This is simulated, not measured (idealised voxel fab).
This is a process module. Its name is voxel transistor to metal.
We display cut, a cross-section 275 nm in width whose square cells are each 5 nm.
Cross-section layout: square cells on a grid; listed as bands, top to bottom; a band spans one or more cell rows. This entry defines a band. It first specifies the height of the band's top and the height of its bottom in nm, and then specifies the band's materials from left to right, stating each material with its width in nm. The word "throughout" identifies a single material that fills the band from edge to edge, while the word "blank" identifies empty space. Measure heights from 0. That's the level where, below it, the as-received wafer is all one material. The lowest band is bottomless and extends downward; write it as in "0..down". With a width like "30..40", each row of cells in the band differs from the next by the same amount, the top row carrying the first number and the bottom row the second. The cross-section has no changed cell in any step marked "left unchanged". Reported under the label "Closed void listing" are the empty spaces having no open way to the top and comprising 8 cells or more; the notation for each is width x height at distance, in which the distance is measured from the left edge and all three values are in nm. Whatever follows a step's settings on its line is a remark the simulator itself makes about that step. overlay nm: step with mask; distance mask lay right of planned place; negative value = left of planned place.
# Steps in the process plan
1) RECEIVE,material Si
2) CONFORMAL_DEP,material SiO2,thk nm 5
3) CONFORMAL_DEP,material SiN,thk nm 15
4) MASKED_ETCH,tone cover,mask id ACTIVE,width nm 105,pitch nm 130,etch materials SiN,depth nm 15,overlay nm 0
5) MASKED_ETCH,tone cover,mask id ACTIVE,width nm 105,pitch nm 130,etch materials SiO2,depth nm 5,overlay nm 0
6) MASKED_ETCH,tone cover,mask id ACTIVE,width nm 105,pitch nm 130,etch materials Si,depth nm 25,overlay nm 0
7) FILL_DEP,material SiO2,thk nm 5
8) CMP,height nm 20
9) SELECTIVE_ETCH,etch materials SiO2,depth nm 10
10) STRIP,etch materials SiN
11) SELECTIVE_ETCH,etch materials SiO2,depth nm 5
12) OXIDIZE,depth nm 5
13) DIRECTIONAL_DEP,material polySi,thk nm 25
14) DIRECTIONAL_DEP,material SiCN,thk nm 10
15) PATTERN,tone cover,mask id GATE,material resist,width nm 25,pitch nm 130,thk nm 20,overlay nm 0
16) DIRECTIONAL_ETCH,etch materials SiCN,depth nm 20
17) DIRECTIONAL_ETCH,etch materials polySi,depth nm 35
18) STRIP,etch materials resist
19) CONFORMAL_DEP,material SiN,thk nm 5
20) DIRECTIONAL_ETCH,etch materials SiN,depth nm 5
21) DIRECTIONAL_ETCH,etch materials SiO2,depth nm 5
22) DIRECTIONAL_ETCH,etch materials Si,depth nm 5
23) EPI,material nSi,thk nm 10
24) FILL_DEP,material SiO2,thk nm 10
25) CMP,height nm 25
26) STRIP,etch materials polySi
27) SELECTIVE_ETCH,etch materials SiO2,depth nm 5
28) CONFORMAL_DEP,material HfO2,thk nm 5
29) CONFORMAL_DEP,material TiN,thk nm 5
30) FILL_DEP,material W,thk nm 5
31) CMP,height nm 20
32) DIRECTIONAL_DEP,material SiO2,thk nm 10
33) PATTERN,tone open,mask id CONTACT,material resist,width nm 15,thk nm 15,overlay nm 0
34) DIRECTIONAL_ETCH,etch materials SiO2,depth nm 30
35) STRIP,etch materials resist
36) CONFORMAL_DEP,material TiN,thk nm 5
37) FILL_DEP,material W,thk nm 5
38) CMP,height nm 30
39) CONFORMAL_DEP,material SiCN,thk nm 5
40) DIRECTIONAL_DEP,material SiO2,thk nm 15
41) DIRECTIONAL_DEP,material aC,thk nm 15
42) PATTERN,tone open,mask id METAL_1,material resist,width nm 15,thk nm 35,overlay nm 0
43) DIRECTIONAL_ETCH,etch materials aC,depth nm 15
44) STRIP,etch materials resist
45) DIRECTIONAL_ETCH,etch materials SiO2,depth nm 15
46) DIRECTIONAL_ETCH,etch materials SiCN,depth nm 5
47) STRIP,etch materials aC
48) CONFORMAL_DEP,material TiN,thk nm 5
49) FILL_DEP,material W,thk nm 5
50) CMP,height nm 50
51) EPI,material Ru,thk nm 5
52) FILL_DEP,material SiCN,thk nm 5
# First of two wafers: run as planned
# Delivered wafer in cross-section: state after step 1
> 0..down = Si throughout
> Closed void listing: none
# Cross-sectional representation of the wafer at the conclusion of step 2
> 5..0 = SiO2 throughout
> Lower than 0, everything is as it was.
# Cross-sectional representation of the wafer at the conclusion of step 3
> 20..5 = SiN throughout
> Lower than 5, everything is as it was.
# Cross-sectional representation of the wafer at the conclusion of step 4
> 20..5 = 20 blank  105 SiN  25 blank  105 SiN  20 blank
> Lower than 5, everything is as it was.
# Cross-sectional representation of the wafer at the conclusion of step 5
> 20..5 = 20 blank  105 SiN  25 blank  105 SiN  20 blank
> 5..0 = 20 blank  105 SiO2  25 blank  105 SiO2  20 blank
> Lower than 0, everything is as it was.
# Cross-sectional representation of the wafer at the conclusion of step 6
> 20..5 = 20 blank  105 SiN  25 blank  105 SiN  20 blank
> 5..0 = 20 blank  105 SiO2  25 blank  105 SiO2  20 blank
> 0..-25 = 20 blank  105 Si  25 blank  105 Si  20 blank
> Lower than -25, everything is as it was.
# Cross-sectional representation of the wafer at the conclusion of step 7
> 25..20 = SiO2 throughout
> 20..5 = 20 SiO2  105 SiN  25 SiO2  105 SiN  20 SiO2
> 5..0 = SiO2 throughout
> 0..-25 = 20 SiO2  105 Si  25 SiO2  105 Si  20 SiO2
> Lower than -25, everything is as it was.
# Cross-sectional representation of the wafer at the conclusion of step 8
> 20..5 = 20 SiO2  105 SiN  25 SiO2  105 SiN  20 SiO2
> Lower than 5, everything is as it was.
# Cross-sectional representation of the wafer at the conclusion of step 9
> 20..10 = 20 blank  105 SiN  25 blank  105 SiN  20 blank
> Lower than 10, everything is as it was.
# Cross-sectional representation of the wafer at the conclusion of step 10
> 10..5 = 20 SiO2  105 blank  25 SiO2  105 blank  20 SiO2
> Lower than 5, everything is as it was.
# Cross-sectional representation of the wafer at the conclusion of step 11
> 5..0 = 15 SiO2  115 blank  15 SiO2  115 blank  15 SiO2
> Lower than 0, everything is as it was.
# Cross-sectional representation of the wafer at the conclusion of step 12
> 5..0 = 15 SiO2  115 blank  15 SiO2  115 blank  15 SiO2
> 0..-5 = SiO2 throughout
> Lower than -5, everything is as it was.
# Cross-sectional representation of the wafer at the conclusion of step 13
> 30..25 = 15 polySi  115 blank  15 polySi  115 blank  15 polySi
> 25..5 = polySi throughout
> 5..0 = 15 SiO2  115 polySi  15 SiO2  115 polySi  15 SiO2
> Lower than 0, everything is as it was.
# Cross-sectional representation of the wafer at the conclusion of step 14
> 40..35 = 15 SiCN  115 blank  15 SiCN  115 blank  15 SiCN
> 35..30 = SiCN throughout
> 30..25 = 15 polySi  115 SiCN  15 polySi  115 SiCN  15 polySi
> Lower than 25, everything is as it was.
# Cross-sectional representation of the wafer at the conclusion of step 15
> 60..40 = 60 blank  25 resist  105 blank  25 resist  60 blank
> 40..35 = 15 SiCN  45 blank  25 resist  45 blank  15 SiCN  45 blank  25 resist  45 blank  15 SiCN
> Lower than 35, everything is as it was.
# Cross-sectional representation of the wafer at the conclusion of step 16
> 60..35 = 60 blank  25 resist  105 blank  25 resist  60 blank
> 35..30 = 60 blank  25 SiCN  105 blank  25 SiCN  60 blank
> 30..25 = 15 polySi  45 blank  25 SiCN  45 blank  15 polySi  45 blank  25 SiCN  45 blank  15 polySi
> Lower than 25, everything is as it was.
# Cross-sectional representation of the wafer at the conclusion of step 17
> 60..35 = 60 blank  25 resist  105 blank  25 resist  60 blank
> 35..25 = 60 blank  25 SiCN  105 blank  25 SiCN  60 blank
> 25..5 = 60 blank  25 polySi  105 blank  25 polySi  60 blank
> 5..0 = 15 SiO2  45 blank  25 polySi  45 blank  15 SiO2  45 blank  25 polySi  45 blank  15 SiO2
> Lower than 0, everything is as it was.
# Cross-sectional representation of the wafer at the conclusion of step 18
> 35..25 = 60 blank  25 SiCN  105 blank  25 SiCN  60 blank
> Lower than 25, everything is as it was.
# Cross-sectional representation of the wafer at the conclusion of step 19
> 40..35 = 55 blank  35 SiN  95 blank  35 SiN  55 blank
> 35..25 = 55 blank  5 SiN  25 SiCN  5 SiN  95 blank  5 SiN  25 SiCN  5 SiN  55 blank
> 25..10 = 55 blank  5 SiN  25 polySi  5 SiN  95 blank  5 SiN  25 polySi  5 SiN  55 blank
> 10..5 = 20 SiN  35 blank  5 SiN  25 polySi  5 SiN  35 blank  25 SiN  35 blank  5 SiN  25 polySi  5 SiN  35 blank  20 SiN
> 5..0 = 15 SiO2  45 SiN  25 polySi  45 SiN  15 SiO2  45 SiN  25 polySi  45 SiN  15 SiO2
> Lower than 0, everything is as it was.
# Cross-sectional representation of the wafer at the conclusion of step 20
> 35..25 = 55 blank  5 SiN  25 SiCN  5 SiN  95 blank  5 SiN  25 SiCN  5 SiN  55 blank
> 25..5 = 55 blank  5 SiN  25 polySi  5 SiN  95 blank  5 SiN  25 polySi  5 SiN  55 blank
> 5..0 = 15 SiO2  5 SiN  35 blank  5 SiN  25 polySi  5 SiN  35 blank  5 SiN  15 SiO2  5 SiN  35 blank  5 SiN  25 polySi  5 SiN  35 blank  5 SiN  15 SiO2
> Lower than 0, everything is as it was.
# Cross-sectional representation of the wafer at the conclusion of step 21
> 35..25 = 55 blank  5 SiN  25 SiCN  5 SiN  95 blank  5 SiN  25 SiCN  5 SiN  55 blank
> 25..5 = 55 blank  5 SiN  25 polySi  5 SiN  95 blank  5 SiN  25 polySi  5 SiN  55 blank
> 5..0 = 15 blank  5 SiN  35 blank  5 SiN  25 polySi  5 SiN  35 blank  5 SiN  15 blank  5 SiN  35 blank  5 SiN  25 polySi  5 SiN  35 blank  5 SiN  15 blank
> 0..-5 = 20 SiO2  35 blank  35 SiO2  35 blank  25 SiO2  35 blank  35 SiO2  35 blank  20 SiO2
> Lower than -5, everything is as it was.
# Cross-sectional representation of the wafer at the conclusion of step 22
> 35..25 = 55 blank  5 SiN  25 SiCN  5 SiN  95 blank  5 SiN  25 SiCN  5 SiN  55 blank
> 25..5 = 55 blank  5 SiN  25 polySi  5 SiN  95 blank  5 SiN  25 polySi  5 SiN  55 blank
> 5..0 = 15 blank  5 SiN  35 blank  5 SiN  25 polySi  5 SiN  35 blank  5 SiN  15 blank  5 SiN  35 blank  5 SiN  25 polySi  5 SiN  35 blank  5 SiN  15 blank
> 0..-5 = 20 SiO2  35 blank  35 SiO2  35 blank  25 SiO2  35 blank  35 SiO2  35 blank  20 SiO2
> -5..-10 = 20 SiO2  35 blank  35 Si  35 blank  25 SiO2  35 blank  35 Si  35 blank  20 SiO2
> Lower than -10, everything is as it was.
# Cross-sectional representation of the wafer at the conclusion of step 23
> 35..25 = 55 blank  5 SiN  25 SiCN  5 SiN  95 blank  5 SiN  25 SiCN  5 SiN  55 blank
> 25..5 = 55 blank  5 SiN  25 polySi  5 SiN  95 blank  5 SiN  25 polySi  5 SiN  55 blank
> 5..0 = 15 blank  5 SiN  25 blank  10 nSi  5 SiN  25 polySi  5 SiN  10 nSi  25 blank  5 SiN  15 blank  5 SiN  25 blank  10 nSi  5 SiN  25 polySi  5 SiN  10 nSi  25 blank  5 SiN  15 blank
> 0..-5 = 20 SiO2  35 nSi  35 SiO2  35 nSi  25 SiO2  35 nSi  35 SiO2  35 nSi  20 SiO2
> -5..-10 = 20 SiO2  35 nSi  35 Si  35 nSi  25 SiO2  35 nSi  35 Si  35 nSi  20 SiO2
> Lower than -10, everything is as it was.
# Cross-sectional representation of the wafer at the conclusion of step 24
> 45..35 = SiO2 throughout
> 35..25 = 55 SiO2  5 SiN  25 SiCN  5 SiN  95 SiO2  5 SiN  25 SiCN  5 SiN  55 SiO2
> 25..5 = 55 SiO2  5 SiN  25 polySi  5 SiN  95 SiO2  5 SiN  25 polySi  5 SiN  55 SiO2
> 5..0 = 15 SiO2  5 SiN  25 SiO2  10 nSi  5 SiN  25 polySi  5 SiN  10 nSi  25 SiO2  5 SiN  15 SiO2  5 SiN  25 SiO2  10 nSi  5 SiN  25 polySi  5 SiN  10 nSi  25 SiO2  5 SiN  15 SiO2
> Lower than 0, everything is as it was.
# Cross-sectional representation of the wafer at the conclusion of step 25
> 25..5 = 55 SiO2  5 SiN  25 polySi  5 SiN  95 SiO2  5 SiN  25 polySi  5 SiN  55 SiO2
> Lower than 5, everything is as it was.
# Cross-sectional representation of the wafer at the conclusion of step 26
> 25..5 = 55 SiO2  5 SiN  25 blank  5 SiN  95 SiO2  5 SiN  25 blank  5 SiN  55 SiO2
> 5..0 = 15 SiO2  5 SiN  25 SiO2  10 nSi  5 SiN  25 blank  5 SiN  10 nSi  25 SiO2  5 SiN  15 SiO2  5 SiN  25 SiO2  10 nSi  5 SiN  25 blank  5 SiN  10 nSi  25 SiO2  5 SiN  15 SiO2
> Lower than 0, everything is as it was.
# Cross-sectional representation of the wafer at the conclusion of step 27
> 25..20 = 55 blank  5 SiN  25 blank  5 SiN  95 blank  5 SiN  25 blank  5 SiN  55 blank
> 20..5 = 55 SiO2  5 SiN  25 blank  5 SiN  95 SiO2  5 SiN  25 blank  5 SiN  55 SiO2
> 5..0 = 15 SiO2  5 SiN  25 SiO2  10 nSi  5 SiN  25 blank  5 SiN  10 nSi  25 SiO2  5 SiN  15 SiO2  5 SiN  25 SiO2  10 nSi  5 SiN  25 blank  5 SiN  10 nSi  25 SiO2  5 SiN  15 SiO2
> 0..-5 = 20 SiO2  35 nSi  35 blank  35 nSi  25 SiO2  35 nSi  35 blank  35 nSi  20 SiO2
> Lower than -5, everything is as it was.
# Cross-sectional representation of the wafer at the conclusion of step 28
> 30..25 = 50 blank  15 HfO2  15 blank  15 HfO2  85 blank  15 HfO2  15 blank  15 HfO2  50 blank
> 25..20 = 55 HfO2  5 SiN  5 HfO2  15 blank  5 HfO2  5 SiN  95 HfO2  5 SiN  5 HfO2  15 blank  5 HfO2  5 SiN  55 HfO2
> 20..5 = 55 SiO2  5 SiN  5 HfO2  15 blank  5 HfO2  5 SiN  95 SiO2  5 SiN  5 HfO2  15 blank  5 HfO2  5 SiN  55 SiO2
> 5..0 = 15 SiO2  5 SiN  25 SiO2  10 nSi  5 SiN  5 HfO2  15 blank  5 HfO2  5 SiN  10 nSi  25 SiO2  5 SiN  15 SiO2  5 SiN  25 SiO2  10 nSi  5 SiN  5 HfO2  15 blank  5 HfO2  5 SiN  10 nSi  25 SiO2  5 SiN  15 SiO2
> 0..-5 = 20 SiO2  35 nSi  35 HfO2  35 nSi  25 SiO2  35 nSi  35 HfO2  35 nSi  20 SiO2
> Lower than -5, everything is as it was.
# Cross-sectional representation of the wafer at the conclusion of step 29
> 35..30 = 45 blank  25 TiN  5 blank  25 TiN  75 blank  25 TiN  5 blank  25 TiN  45 blank
> 30..25 = 50 TiN  15 HfO2  5 TiN  5 blank  5 TiN  15 HfO2  85 TiN  15 HfO2  5 TiN  5 blank  5 TiN  15 HfO2  50 TiN
> 25..20 = 55 HfO2  5 SiN  5 HfO2  5 TiN  5 blank  5 TiN  5 HfO2  5 SiN  95 HfO2  5 SiN  5 HfO2  5 TiN  5 blank  5 TiN  5 HfO2  5 SiN  55 HfO2
> 20..5 = 55 SiO2  5 SiN  5 HfO2  5 TiN  5 blank  5 TiN  5 HfO2  5 SiN  95 SiO2  5 SiN  5 HfO2  5 TiN  5 blank  5 TiN  5 HfO2  5 SiN  55 SiO2
> 5..0 = 15 SiO2  5 SiN  25 SiO2  10 nSi  5 SiN  5 HfO2  15 TiN  5 HfO2  5 SiN  10 nSi  25 SiO2  5 SiN  15 SiO2  5 SiN  25 SiO2  10 nSi  5 SiN  5 HfO2  15 TiN  5 HfO2  5 SiN  10 nSi  25 SiO2  5 SiN  15 SiO2
> Lower than 0, everything is as it was.
# Cross-sectional representation of the wafer at the conclusion of step 30
> 40..35 = W throughout
> 35..30 = 45 W  25 TiN  5 W  25 TiN  75 W  25 TiN  5 W  25 TiN  45 W
> 30..25 = 50 TiN  15 HfO2  5 TiN  5 W  5 TiN  15 HfO2  85 TiN  15 HfO2  5 TiN  5 W  5 TiN  15 HfO2  50 TiN
> 25..20 = 55 HfO2  5 SiN  5 HfO2  5 TiN  5 W  5 TiN  5 HfO2  5 SiN  95 HfO2  5 SiN  5 HfO2  5 TiN  5 W  5 TiN  5 HfO2  5 SiN  55 HfO2
> 20..5 = 55 SiO2  5 SiN  5 HfO2  5 TiN  5 W  5 TiN  5 HfO2  5 SiN  95 SiO2  5 SiN  5 HfO2  5 TiN  5 W  5 TiN  5 HfO2  5 SiN  55 SiO2
> Lower than 5, everything is as it was.
# Cross-sectional representation of the wafer at the conclusion of step 31
> 20..5 = 55 SiO2  5 SiN  5 HfO2  5 TiN  5 W  5 TiN  5 HfO2  5 SiN  95 SiO2  5 SiN  5 HfO2  5 TiN  5 W  5 TiN  5 HfO2  5 SiN  55 SiO2
> Lower than 5, everything is as it was.
# Cross-sectional representation of the wafer at the conclusion of step 32
> 30..20 = SiO2 throughout
> Lower than 20, everything is as it was.
# Cross-sectional representation of the wafer at the conclusion of step 33
> 45..30 = 30 resist  15 blank  55 resist  15 blank  45 resist  15 blank  55 resist  15 blank  30 resist
> Lower than 30, everything is as it was.
# Cross-sectional representation of the wafer at the conclusion of step 34
> 45..30 = 30 resist  15 blank  55 resist  15 blank  45 resist  15 blank  55 resist  15 blank  30 resist
> 30..20 = 30 SiO2  15 blank  55 SiO2  15 blank  45 SiO2  15 blank  55 SiO2  15 blank  30 SiO2
> 20..5 = 30 SiO2  15 blank  10 SiO2  5 SiN  5 HfO2  5 TiN  5 W  5 TiN  5 HfO2  5 SiN  10 SiO2  15 blank  45 SiO2  15 blank  10 SiO2  5 SiN  5 HfO2  5 TiN  5 W  5 TiN  5 HfO2  5 SiN  10 SiO2  15 blank  30 SiO2
> 5..0 = 15 SiO2  5 SiN  10 SiO2  15 blank  10 nSi  5 SiN  5 HfO2  15 TiN  5 HfO2  5 SiN  10 nSi  15 blank  10 SiO2  5 SiN  15 SiO2  5 SiN  10 SiO2  15 blank  10 nSi  5 SiN  5 HfO2  15 TiN  5 HfO2  5 SiN  10 nSi  15 blank  10 SiO2  5 SiN  15 SiO2
> Lower than 0, everything is as it was.
# Cross-sectional representation of the wafer at the conclusion of step 35
> 30..20 = 30 SiO2  15 blank  55 SiO2  15 blank  45 SiO2  15 blank  55 SiO2  15 blank  30 SiO2
> Lower than 20, everything is as it was.
# Cross-sectional representation of the wafer at the conclusion of step 36
> 35..30 = 35 TiN  5 blank  65 TiN  5 blank  55 TiN  5 blank  65 TiN  5 blank  35 TiN
> 30..20 = 30 SiO2  5 TiN  5 blank  5 TiN  55 SiO2  5 TiN  5 blank  5 TiN  45 SiO2  5 TiN  5 blank  5 TiN  55 SiO2  5 TiN  5 blank  5 TiN  30 SiO2
> 20..5 = 30 SiO2  5 TiN  5 blank  5 TiN  10 SiO2  5 SiN  5 HfO2  5 TiN  5 W  5 TiN  5 HfO2  5 SiN  10 SiO2  5 TiN  5 blank  5 TiN  45 SiO2  5 TiN  5 blank  5 TiN  10 SiO2  5 SiN  5 HfO2  5 TiN  5 W  5 TiN  5 HfO2  5 SiN  10 SiO2  5 TiN  5 blank  5 TiN  30 SiO2
> 5..0 = 15 SiO2  5 SiN  10 SiO2  15 TiN  10 nSi  5 SiN  5 HfO2  15 TiN  5 HfO2  5 SiN  10 nSi  15 TiN  10 SiO2  5 SiN  15 SiO2  5 SiN  10 SiO2  15 TiN  10 nSi  5 SiN  5 HfO2  15 TiN  5 HfO2  5 SiN  10 nSi  15 TiN  10 SiO2  5 SiN  15 SiO2
> Lower than 0, everything is as it was.
# Cross-sectional representation of the wafer at the conclusion of step 37
> 40..35 = W throughout
> 35..30 = 35 TiN  5 W  65 TiN  5 W  55 TiN  5 W  65 TiN  5 W  35 TiN
> 30..20 = 30 SiO2  5 TiN  5 W  5 TiN  55 SiO2  5 TiN  5 W  5 TiN  45 SiO2  5 TiN  5 W  5 TiN  55 SiO2  5 TiN  5 W  5 TiN  30 SiO2
> 20..5 = 30 SiO2  5 TiN  5 W  5 TiN  10 SiO2  5 SiN  5 HfO2  5 TiN  5 W  5 TiN  5 HfO2  5 SiN  10 SiO2  5 TiN  5 W  5 TiN  45 SiO2  5 TiN  5 W  5 TiN  10 SiO2  5 SiN  5 HfO2  5 TiN  5 W  5 TiN  5 HfO2  5 SiN  10 SiO2  5 TiN  5 W  5 TiN  30 SiO2
> Lower than 5, everything is as it was.
# Cross-sectional representation of the wafer at the conclusion of step 38
> 30..20 = 30 SiO2  5 TiN  5 W  5 TiN  55 SiO2  5 TiN  5 W  5 TiN  45 SiO2  5 TiN  5 W  5 TiN  55 SiO2  5 TiN  5 W  5 TiN  30 SiO2
> Lower than 20, everything is as it was.
# Cross-sectional representation of the wafer at the conclusion of step 39
> 35..30 = SiCN throughout
> Lower than 30, everything is as it was.
# Cross-sectional representation of the wafer at the conclusion of step 40
> 50..35 = SiO2 throughout
> Lower than 35, everything is as it was.
# Cross-sectional representation of the wafer at the conclusion of step 41
> 65..50 = aC throughout
> Lower than 50, everything is as it was.
# Cross-sectional representation of the wafer at the conclusion of step 42
> 100..65 = 30 resist  15 blank  55 resist  15 blank  45 resist  15 blank  55 resist  15 blank  30 resist
> Lower than 65, everything is as it was.
# Cross-sectional representation of the wafer at the conclusion of step 43
> 85..65 = 30 resist  15 blank  55 resist  15 blank  45 resist  15 blank  55 resist  15 blank  30 resist
> 65..50 = 30 aC  15 blank  55 aC  15 blank  45 aC  15 blank  55 aC  15 blank  30 aC
> Lower than 50, everything is as it was.
# Cross-sectional representation of the wafer at the conclusion of step 44
> 65..50 = 30 aC  15 blank  55 aC  15 blank  45 aC  15 blank  55 aC  15 blank  30 aC
> Lower than 50, everything is as it was.
# Cross-sectional representation of the wafer at the conclusion of step 45
> 65..50 = 30 aC  15 blank  55 aC  15 blank  45 aC  15 blank  55 aC  15 blank  30 aC
> 50..35 = 30 SiO2  15 blank  55 SiO2  15 blank  45 SiO2  15 blank  55 SiO2  15 blank  30 SiO2
> Lower than 35, everything is as it was.
# Cross-sectional representation of the wafer at the conclusion of step 46
> 65..50 = 30 aC  15 blank  55 aC  15 blank  45 aC  15 blank  55 aC  15 blank  30 aC
> 50..35 = 30 SiO2  15 blank  55 SiO2  15 blank  45 SiO2  15 blank  55 SiO2  15 blank  30 SiO2
> 35..30 = 30 SiCN  15 blank  55 SiCN  15 blank  45 SiCN  15 blank  55 SiCN  15 blank  30 SiCN
> Lower than 30, everything is as it was.
# Cross-sectional representation of the wafer at the conclusion of step 47
> 50..35 = 30 SiO2  15 blank  55 SiO2  15 blank  45 SiO2  15 blank  55 SiO2  15 blank  30 SiO2
> Lower than 35, everything is as it was.
# Cross-sectional representation of the wafer at the conclusion of step 48
> 55..50 = 35 TiN  5 blank  65 TiN  5 blank  55 TiN  5 blank  65 TiN  5 blank  35 TiN
> 50..35 = 30 SiO2  5 TiN  5 blank  5 TiN  55 SiO2  5 TiN  5 blank  5 TiN  45 SiO2  5 TiN  5 blank  5 TiN  55 SiO2  5 TiN  5 blank  5 TiN  30 SiO2
> 35..30 = 30 SiCN  15 TiN  55 SiCN  15 TiN  45 SiCN  15 TiN  55 SiCN  15 TiN  30 SiCN
> Lower than 30, everything is as it was.
# Cross-sectional representation of the wafer at the conclusion of step 49
> 60..55 = W throughout
> 55..50 = 35 TiN  5 W  65 TiN  5 W  55 TiN  5 W  65 TiN  5 W  35 TiN
> 50..35 = 30 SiO2  5 TiN  5 W  5 TiN  55 SiO2  5 TiN  5 W  5 TiN  45 SiO2  5 TiN  5 W  5 TiN  55 SiO2  5 TiN  5 W  5 TiN  30 SiO2
> Lower than 35, everything is as it was.
# Cross-sectional representation of the wafer at the conclusion of step 50
> 50..35 = 30 SiO2  5 TiN  5 W  5 TiN  55 SiO2  5 TiN  5 W  5 TiN  45 SiO2  5 TiN  5 W  5 TiN  55 SiO2  5 TiN  5 W  5 TiN  30 SiO2
> Lower than 35, everything is as it was.
# Cross-sectional representation of the wafer at the conclusion of step 51
> 55..50 = 25 blank  25 Ru  45 blank  25 Ru  35 blank  25 Ru  45 blank  25 Ru  25 blank
> Lower than 50, everything is as it was.
# Cross-sectional representation of the wafer at the conclusion of step 52
> 60..55 = SiCN throughout
> 55..50 = 25 SiCN  25 Ru  45 SiCN  25 Ru  35 SiCN  25 Ru  45 SiCN  25 Ru  25 SiCN
> Lower than 50, everything is as it was.
# Okay, second wafer. Nothing different at the start, nothing different in the plan, just one mistake somewhere in the running. As far as step 41, counting that step, it's the first wafer all over again
# Cross-section of the second wafer when, according to plan, step 42 should have finished
> 100..65 = 20 resist  15 blank  55 resist  15 blank  45 resist  15 blank  55 resist  15 blank  40 resist
> Lower than 65, everything is as it was.
# Cross-section of the second wafer when, according to plan, step 43 should have finished
> 85..65 = 20 resist  15 blank  55 resist  15 blank  45 resist  15 blank  55 resist  15 blank  40 resist
> 65..50 = 20 aC  15 blank  55 aC  15 blank  45 aC  15 blank  55 aC  15 blank  40 aC
> Lower than 50, everything is as it was.
# Cross-section of the second wafer when, according to plan, step 44 should have finished
> 65..50 = 20 aC  15 blank  55 aC  15 blank  45 aC  15 blank  55 aC  15 blank  40 aC
> Lower than 50, everything is as it was.
# Cross-section of the second wafer when, according to plan, step 45 should have finished
> 65..50 = 20 aC  15 blank  55 aC  15 blank  45 aC  15 blank  55 aC  15 blank  40 aC
> 50..35 = 20 SiO2  15 blank  55 SiO2  15 blank  45 SiO2  15 blank  55 SiO2  15 blank  40 SiO2
> Lower than 35, everything is as it was.
# Cross-section of the second wafer when, according to plan, step 46 should have finished
> 65..50 = 20 aC  15 blank  55 aC  15 blank  45 aC  15 blank  55 aC  15 blank  40 aC
> 50..35 = 20 SiO2  15 blank  55 SiO2  15 blank  45 SiO2  15 blank  55 SiO2  15 blank  40 SiO2
> 35..30 = 20 SiCN  15 blank  55 SiCN  15 blank  45 SiCN  15 blank  55 SiCN  15 blank  40 SiCN
> Lower than 30, everything is as it was.
# Cross-section of the second wafer when, according to plan, step 47 should have finished
> 50..35 = 20 SiO2  15 blank  55 SiO2  15 blank  45 SiO2  15 blank  55 SiO2  15 blank  40 SiO2
> Lower than 35, everything is as it was.
# Cross-section of the second wafer when, according to plan, step 48 should have finished
> 55..50 = 25 TiN  5 blank  65 TiN  5 blank  55 TiN  5 blank  65 TiN  5 blank  45 TiN
> 50..35 = 20 SiO2  5 TiN  5 blank  5 TiN  55 SiO2  5 TiN  5 blank  5 TiN  45 SiO2  5 TiN  5 blank  5 TiN  55 SiO2  5 TiN  5 blank  5 TiN  40 SiO2
> 35..30 = 20 SiCN  15 TiN  55 SiCN  15 TiN  45 SiCN  15 TiN  55 SiCN  15 TiN  40 SiCN
> Lower than 30, everything is as it was.
# Cross-section of the second wafer when, according to plan, step 49 should have finished
> 60..55 = W throughout
> 55..50 = 25 TiN  5 W  65 TiN  5 W  55 TiN  5 W  65 TiN  5 W  45 TiN
> 50..35 = 20 SiO2  5 TiN  5 W  5 TiN  55 SiO2  5 TiN  5 W  5 TiN  45 SiO2  5 TiN  5 W  5 TiN  55 SiO2  5 TiN  5 W  5 TiN  40 SiO2
> Lower than 35, everything is as it was.
# Cross-section of the second wafer when, according to plan, step 50 should have finished
> 50..35 = 20 SiO2  5 TiN  5 W  5 TiN  55 SiO2  5 TiN  5 W  5 TiN  45 SiO2  5 TiN  5 W  5 TiN  55 SiO2  5 TiN  5 W  5 TiN  40 SiO2
> Lower than 35, everything is as it was.
# Cross-section of the second wafer when, according to plan, step 51 should have finished
> 55..50 = 15 blank  25 Ru  45 blank  25 Ru  35 blank  25 Ru  45 blank  25 Ru  35 blank
> Lower than 50, everything is as it was.
# Cross-section of the second wafer when, according to plan, step 52 should have finished
> 60..55 = SiCN throughout
> 55..50 = 15 SiCN  25 Ru  45 SiCN  25 Ru  35 SiCN  25 Ru  45 SiCN  25 Ru  35 SiCN
> Lower than 50, everything is as it was.
Deviation noted in wafer processing: contrary to plan, step 42 was performed as PATTERN,tone open,mask id METAL_1,material resist,width nm 15,thk nm 35,overlay nm -10
Final wafers compared: equal cell tally per material, rearranged layout.
